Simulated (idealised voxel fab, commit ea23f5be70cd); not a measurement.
Process module under the name voxel trench capacitor
cross-section cut | 225 nm wide | cells 5 nm
Throughout this document, each cross-section is represented as a grid of square cells and is presented as a sequence of bands enumerated from the top downward, where a band comprises one or more rows of cells.
Heads up on the band format: heights come first, top then bottom, in nm. After that it's the materials left to right, each with its width in nm. A single material flagged "everywhere" fills the whole band edge to edge, and "blank" means there's empty space there.
Ref level 0: as-received wafer is one material below here. Bottom band extends down with no lower bound ("z 0 and below").
You'd read "30..40" like this: the band's top row of cells is as wide as the first number, its bottom row is as wide as the second, and going down, every row changes width by the same amount as the row before did.
For the purposes of this document, the phrase "remained unchanged" attached to a step denotes that no cell within the cross-section was modified by that step.
Closed void catalog: empty space of 8 cells or more with no open way to the top, each as width x height at its distance from the left edge, in nm
Read whatever lies past the settings on a step's line as the simulator's own remark about the step.
overlay nm: where the mask lay relative to plan, measured to the right, on steps with a mask; negatives go left.

The planned process steps are enumerated hereunder
1 RECEIVE (material Si)
2 CONFORMAL_DEP (material SiN; thk nm 5)
3 PATTERN (tone open; mask id TRENCH; material resist; width nm 25; pitch nm 45; thk nm 15; overlay nm 0)
4 DIRECTIONAL_ETCH (etch materials SiN; depth nm 5)
5 DIRECTIONAL_ETCH (etch materials Si; depth nm 40)
6 STRIP (etch materials resist)
7 CONFORMAL_DEP (material Al2O3; thk nm 5)
8 FILL_DEP (material polySi; thk nm 5)
9 CMP (height nm 5)

What follows covers the first of two wafers; it ran as planned

Cross-section of the incoming wafer, state after step 1
* z 0 and below  Si everywhere
* Closed void catalog: none

Cross-section: wafer state after step 2
* z 5 to 0  SiN everywhere
* Note: structure below 0 unchanged.

Cross-section: wafer state after step 3
* z 20 to 5  resist: 30, then blank: 25, then resist: 20, then blank: 25, then resist: 20, then blank: 25, then resist: 20, then blank: 25, then resist: 35
* Note: structure below 5 unchanged.

Cross-section: wafer state after step 4
* z 20 to 5  resist: 30, then blank: 25, then resist: 20, then blank: 25, then resist: 20, then blank: 25, then resist: 20, then blank: 25, then resist: 35
* z 5 to 0  SiN: 30, then blank: 25, then SiN: 20, then blank: 25, then SiN: 20, then blank: 25, then SiN: 20, then blank: 25, then SiN: 35
* Note: structure below 0 unchanged.

Cross-section: wafer state after step 5
* z 20 to 5  resist: 30, then blank: 25, then resist: 20, then blank: 25, then resist: 20, then blank: 25, then resist: 20, then blank: 25, then resist: 35
* z 5 to 0  SiN: 30, then blank: 25, then SiN: 20, then blank: 25, then SiN: 20, then blank: 25, then SiN: 20, then blank: 25, then SiN: 35
* z 0 to -40  Si: 30, then blank: 25, then Si: 20, then blank: 25, then Si: 20, then blank: 25, then Si: 20, then blank: 25, then Si: 35
* Note: structure below -40 unchanged.

Cross-section: wafer state after step 6
* z 5 to 0  SiN: 30, then blank: 25, then SiN: 20, then blank: 25, then SiN: 20, then blank: 25, then SiN: 20, then blank: 25, then SiN: 35
* Note: structure below 0 unchanged.

Cross-section: wafer state after step 7
* z 10 to 5  Al2O3: 35, then blank: 15, then Al2O3: 30, then blank: 15, then Al2O3: 30, then blank: 15, then Al2O3: 30, then blank: 15, then Al2O3: 40
* z 5 to 0  SiN: 30, then Al2O3: 5, then blank: 15, then Al2O3: 5, then SiN: 20, then Al2O3: 5, then blank: 15, then Al2O3: 5, then SiN: 20, then Al2O3: 5, then blank: 15, then Al2O3: 5, then SiN: 20, then Al2O3: 5, then blank: 15, then Al2O3: 5, then SiN: 35
* z 0 to -35  Si: 30, then Al2O3: 5, then blank: 15, then Al2O3: 5, then Si: 20, then Al2O3: 5, then blank: 15, then Al2O3: 5, then Si: 20, then Al2O3: 5, then blank: 15, then Al2O3: 5, then Si: 20, then Al2O3: 5, then blank: 15, then Al2O3: 5, then Si: 35
* z -35 to -40  Si: 30, then Al2O3: 25, then Si: 20, then Al2O3: 25, then Si: 20, then Al2O3: 25, then Si: 20, then Al2O3: 25, then Si: 35
* Note: structure below -40 unchanged.

Cross-section: wafer state after step 8
* z 15 to 10  polySi everywhere
* z 10 to 5  Al2O3: 35, then polySi: 15, then Al2O3: 30, then polySi: 15, then Al2O3: 30, then polySi: 15, then Al2O3: 30, then polySi: 15, then Al2O3: 40
* z 5 to 0  SiN: 30, then Al2O3: 5, then polySi: 15, then Al2O3: 5, then SiN: 20, then Al2O3: 5, then polySi: 15, then Al2O3: 5, then SiN: 20, then Al2O3: 5, then polySi: 15, then Al2O3: 5, then SiN: 20, then Al2O3: 5, then polySi: 15, then Al2O3: 5, then SiN: 35
* z 0 to -35  Si: 30, then Al2O3: 5, then polySi: 15, then Al2O3: 5, then Si: 20, then Al2O3: 5, then polySi: 15, then Al2O3: 5, then Si: 20, then Al2O3: 5, then polySi: 15, then Al2O3: 5, then Si: 20, then Al2O3: 5, then polySi: 15, then Al2O3: 5, then Si: 35
* Note: structure below -35 unchanged.

Cross-section: wafer state after step 9
* z 5 to 0  SiN: 30, then Al2O3: 5, then polySi: 15, then Al2O3: 5, then SiN: 20, then Al2O3: 5, then polySi: 15, then Al2O3: 5, then SiN: 20, then Al2O3: 5, then polySi: 15, then Al2O3: 5, then SiN: 20, then Al2O3: 5, then polySi: 15, then Al2O3: 5, then SiN: 35
* Note: structure below 0 unchanged.

Wafer two. Same start, same plan, one slip in execution. Same as wafer one through step 4, inclusive

Second wafer: cross-section at the scheduled end of step 5
* z 5 to 0  SiN: 30, then blank: 25, then SiN: 20, then blank: 25, then SiN: 20, then blank: 25, then SiN: 20, then blank: 25, then SiN: 35
* Note: structure below 0 unchanged.

Second wafer: cross-section at the scheduled end of step 6
* z 5 to 0  SiN: 30, then blank: 25, then SiN: 20, then blank: 25, then SiN: 20, then blank: 25, then SiN: 20, then blank: 25, then SiN: 35
* z 0 to -40  Si: 30, then blank: 25, then Si: 20, then blank: 25, then Si: 20, then blank: 25, then Si: 20, then blank: 25, then Si: 35
* Note: structure below -40 unchanged.

Second wafer: cross-section at the scheduled end of step 7
* z 10 to 5  Al2O3: 35, then blank: 15, then Al2O3: 30, then blank: 15, then Al2O3: 30, then blank: 15, then Al2O3: 30, then blank: 15, then Al2O3: 40
* z 5 to 0  SiN: 30, then Al2O3: 5, then blank: 15, then Al2O3: 5, then SiN: 20, then Al2O3: 5, then blank: 15, then Al2O3: 5, then SiN: 20, then Al2O3: 5, then blank: 15, then Al2O3: 5, then SiN: 20, then Al2O3: 5, then blank: 15, then Al2O3: 5, then SiN: 35
* z 0 to -35  Si: 30, then Al2O3: 5, then blank: 15, then Al2O3: 5, then Si: 20, then Al2O3: 5, then blank: 15, then Al2O3: 5, then Si: 20, then Al2O3: 5, then blank: 15, then Al2O3: 5, then Si: 20, then Al2O3: 5, then blank: 15, then Al2O3: 5, then Si: 35
* z -35 to -40  Si: 30, then Al2O3: 25, then Si: 20, then Al2O3: 25, then Si: 20, then Al2O3: 25, then Si: 20, then Al2O3: 25, then Si: 35
* Note: structure below -40 unchanged.

Second wafer: cross-section at the scheduled end of step 8
* z 15 to 10  polySi everywhere
* z 10 to 5  Al2O3: 35, then polySi: 15, then Al2O3: 30, then polySi: 15, then Al2O3: 30, then polySi: 15, then Al2O3: 30, then polySi: 15, then Al2O3: 40
* z 5 to 0  SiN: 30, then Al2O3: 5, then polySi: 15, then Al2O3: 5, then SiN: 20, then Al2O3: 5, then polySi: 15, then Al2O3: 5, then SiN: 20, then Al2O3: 5, then polySi: 15, then Al2O3: 5, then SiN: 20, then Al2O3: 5, then polySi: 15, then Al2O3: 5, then SiN: 35
* z 0 to -35  Si: 30, then Al2O3: 5, then polySi: 15, then Al2O3: 5, then Si: 20, then Al2O3: 5, then polySi: 15, then Al2O3: 5, then Si: 20, then Al2O3: 5, then polySi: 15, then Al2O3: 5, then Si: 20, then Al2O3: 5, then polySi: 15, then Al2O3: 5, then Si: 35
* Note: structure below -35 unchanged.

Second wafer: cross-section at the scheduled end of step 9
* z 5 to 0  SiN: 30, then Al2O3: 5, then polySi: 15, then Al2O3: 5, then SiN: 20, then Al2O3: 5, then polySi: 15, then Al2O3: 5, then SiN: 20, then Al2O3: 5, then polySi: 15, then Al2O3: 5, then SiN: 20, then Al2O3: 5, then polySi: 15, then Al2O3: 5, then SiN: 35
* Note: structure below 0 unchanged.
Diagnosis: plan vs actual: 5 and 6 interchanged
The two wafers wind up with the same cross-section at the end, so whatever this model computes is the same despite the mistake.
